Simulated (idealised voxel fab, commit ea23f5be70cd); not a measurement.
process module | voxel capacitor over wiring
cross-section cut | 235 nm wide | cells 5 nm
A cross-section is a grid of square cells, given in bands from the top down. A band is one or more rows of cells.
Each band's line starts with the height of the band's top and of its bottom, in nm. Then come its materials from left to right, each with its width in nm. One material with "throughout" fills the band from edge to edge. "air" is empty space.
Height 0 is the level under which the wafer as received is all one material. The lowest band goes on downwards, as in "0 down".
A width such as "30 to 40" changes by the same amount from each row of cells to the next, from the band's top row to its bottom row.
"no change" after a step means that no cell of the cross-section changed.
closed voids: empty space of 8 cells or more with no open way to the top, each as width x height at its distance from the left edge, in nm
after a step's settings: what the simulator itself notes on the step
overlay nm, on a step with a mask: how far to the right of its planned place the mask lay; to the left if negative
plan
1 op RECEIVE | material Si
2 op CONFORMAL_DEP | material SiO2 | thk nm 10
3 op DIRECTIONAL_DEP | material TiN | thk nm 5
4 op DIRECTIONAL_DEP | material Ru | thk nm 20
5 op MASKED_ETCH | tone cover | mask id METAL_1 | width nm 25 | pitch nm 75 | etch materials Ru | depth nm 20 | overlay nm 0
6 op MASKED_ETCH | tone cover | mask id METAL_1 | width nm 25 | pitch nm 75 | etch materials TiN | depth nm 5 | overlay nm 0
7 op FILL_DEP | material lowk | thk nm 5
8 op CMP | height nm 35
9 op CONFORMAL_DEP | material SiCN | thk nm 5
10 op DIRECTIONAL_DEP | material SiO2 | thk nm 10
11 op PATTERN | tone open | mask id PLUG_1 | material resist | width nm 15 | thk nm 20 | overlay nm 0
12 op DIRECTIONAL_ETCH | etch materials SiO2 | depth nm 10
13 op DIRECTIONAL_ETCH | etch materials SiCN | depth nm 5
14 op STRIP | etch materials resist
15 op CONFORMAL_DEP | material TiN | thk nm 5
16 op FILL_DEP | material Ru | thk nm 5
17 op CMP | height nm 50
18 op DIRECTIONAL_DEP | material TiN | thk nm 10
19 op DIRECTIONAL_DEP | material SiN | thk nm 5
20 op DIRECTIONAL_DEP | material TiN | thk nm 10
21 op MASKED_ETCH | tone cover | mask id UPPER_PLATE | width nm 55 | etch materials TiN | depth nm 10 | overlay nm 0
22 op MASKED_ETCH | tone cover | mask id UPPER_PLATE | width nm 55 | etch materials SiN | depth nm 5 | overlay nm 0
23 op PATTERN | tone cover | mask id LOWER_PLATE | material resist | width nm 65 | thk nm 20 | overlay nm 0
24 op DIRECTIONAL_ETCH | etch materials TiN | depth nm 10
25 op STRIP | etch materials resist
26 op FILL_DEP | material SiO2 | thk nm 15
27 op CMP | height nm 85
28 op PATTERN | tone open | mask id PLUG_2 | material resist | width nm 15 | thk nm 15 | overlay nm 0
29 op DIRECTIONAL_ETCH | etch materials SiO2 | depth nm 10
30 op STRIP | etch materials resist
31 op CONFORMAL_DEP | material TiN | thk nm 5
32 op FILL_DEP | material Ru | thk nm 5
33 op CMP | height nm 85
34 op CONFORMAL_DEP | material SiN | thk nm 5
as received, after step 1
  0 down: Si throughout
  closed voids: none
first wafer at the end, as planned
  90 to 85: SiN throughout
  85 to 80: SiO2 85 | TiN 5 | Ru 5 | TiN 5 | SiO2 135
  80 to 75: SiO2 85 | TiN 15 | SiO2 135
  75 to 65: SiO2 75 | TiN 55 | SiO2 105
  65 to 60: SiO2 75 | SiN 55 | SiO2 105
  60 to 50: SiO2 70 | TiN 65 | SiO2 100
  50 to 40: SiO2 75 | TiN 5 | Ru 5 | TiN 5 | SiO2 145
  40 to 35: SiCN 75 | TiN 15 | SiCN 145
  35 to 15: lowk 65 | Ru 25 | lowk 50 | Ru 25 | lowk 70
  15 to 10: lowk 65 | TiN 25 | lowk 50 | TiN 25 | lowk 70
  10 to 0: SiO2 throughout
  0 down: Si throughout
  closed voids: none
second wafer at the end: like start, like plan, one mistake
  90 to 85: SiN throughout
  85 to 80: SiO2 85 | TiN 5 | Ru 5 | TiN 5 | SiO2 135
  80 to 75: SiO2 85 | TiN 15 | SiO2 135
  75 to 65: SiO2 75 | TiN 55 | SiO2 105
  65 to 55: SiO2 70 | TiN 65 | SiO2 100
  55 to 50: SiN throughout
  50 to 40: SiO2 75 | TiN 5 | Ru 5 | TiN 5 | SiO2 145
  40 to 35: SiCN 75 | TiN 15 | SiCN 145
  35 to 15: lowk 65 | Ru 25 | lowk 50 | Ru 25 | lowk 70
  15 to 10: lowk 65 | TiN 25 | lowk 50 | TiN 25 | lowk 70
  10 to 0: SiO2 throughout
  0 down: Si throughout
  closed voids: none
what went wrong: steps 18 and 19 were swapped
at the end the second wafer has, in cells: 36 more of SiN | 36 fewer of SiO2
